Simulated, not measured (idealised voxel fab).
process module | voxel released beams
cross-section cut | 220 nm wide | cells 5 nm
A cross-section is a grid of square cells, given in bands from the top down. A band is one or more rows of cells.
Each band's line starts with the height of the band's top and of its bottom, in nm. Then come its materials from left to right, each with its width in nm. One material with "throughout" fills the band from edge to edge. "air" is empty space.
Height 0 is the level under which the wafer as received is all one material. The lowest band goes on downwards, as in "0 down".
A width such as "30 to 40" changes by the same amount from each row of cells to the next, from the band's top row to its bottom row.
"no change" after a step means that no cell of the cross-section changed.
closed voids: empty space of 8 cells or more with no open way to the top, each as width x height at its distance from the left edge, in nm
after a step's settings: what the simulator itself notes on the step
overlay nm, on a step with a mask: how far to the right of its planned place the mask lay; to the left if negative
plan
1 op RECEIVE | material Si
2 op CONFORMAL_DEP | material SiN | thk nm 5
3 op DIRECTIONAL_DEP | material SiO2 | thk nm 10
4 op MASKED_ETCH | tone open | mask id ANCHOR | width nm 25 | etch materials SiO2 | depth nm 10 | overlay nm 0
5 op CONFORMAL_DEP | material polySi | thk nm 10
6 op MASKED_ETCH | tone cover | mask id BEAM | width nm 95 | etch materials polySi | depth nm 10 | overlay nm 0
7 op STRIP | etch materials SiO2
first wafer, as planned
as received, after step 1
  0 down: Si throughout
  closed voids: none
after step 2
  5 to 0: SiN throughout
  below 0: unchanged
after step 3
  15 to 5: SiO2 throughout
  below 5: unchanged
after step 4
  15 to 5: SiO2 65 | air 25 | SiO2 130
  below 5: unchanged
after step 5
  25 to 15: polySi 75 | air 5 | polySi 140
  15 to 5: SiO2 65 | polySi 25 | SiO2 130
  below 5: unchanged
after step 6
  25 to 15: air 60 | polySi 15 | air 5 | polySi 75 | air 65
  below 15: unchanged
after step 7
  25 to 15: air 60 | polySi 15 | air 5 | polySi 75 | air 65
  15 to 5: air 65 | polySi 25 | air 130
  below 5: unchanged
second wafer: like start, like plan, one mistake. Through step 3 it matches the first wafer
when step 4 should have ended
  15 to 5: SiO2 70 | air 15 | SiO2 135
  below 5: unchanged
when step 5 should have ended
  25 to 15: polySi throughout
  15 to 5: SiO2 70 | polySi 15 | SiO2 135
  below 5: unchanged
when step 6 should have ended
  25 to 15: air 60 | polySi 95 | air 65
  below 15: unchanged
when step 7 should have ended
  25 to 15: air 60 | polySi 95 | air 65
  15 to 5: air 70 | polySi 15 | air 135
  below 5: unchanged
what went wrong: step 4 ran as: op MASKED_ETCH | tone open | mask id ANCHOR | width nm 15 | etch materials SiO2 | depth nm 10 | overlay nm 0
at the end the second wafer has, in cells: 2 fewer of polySi
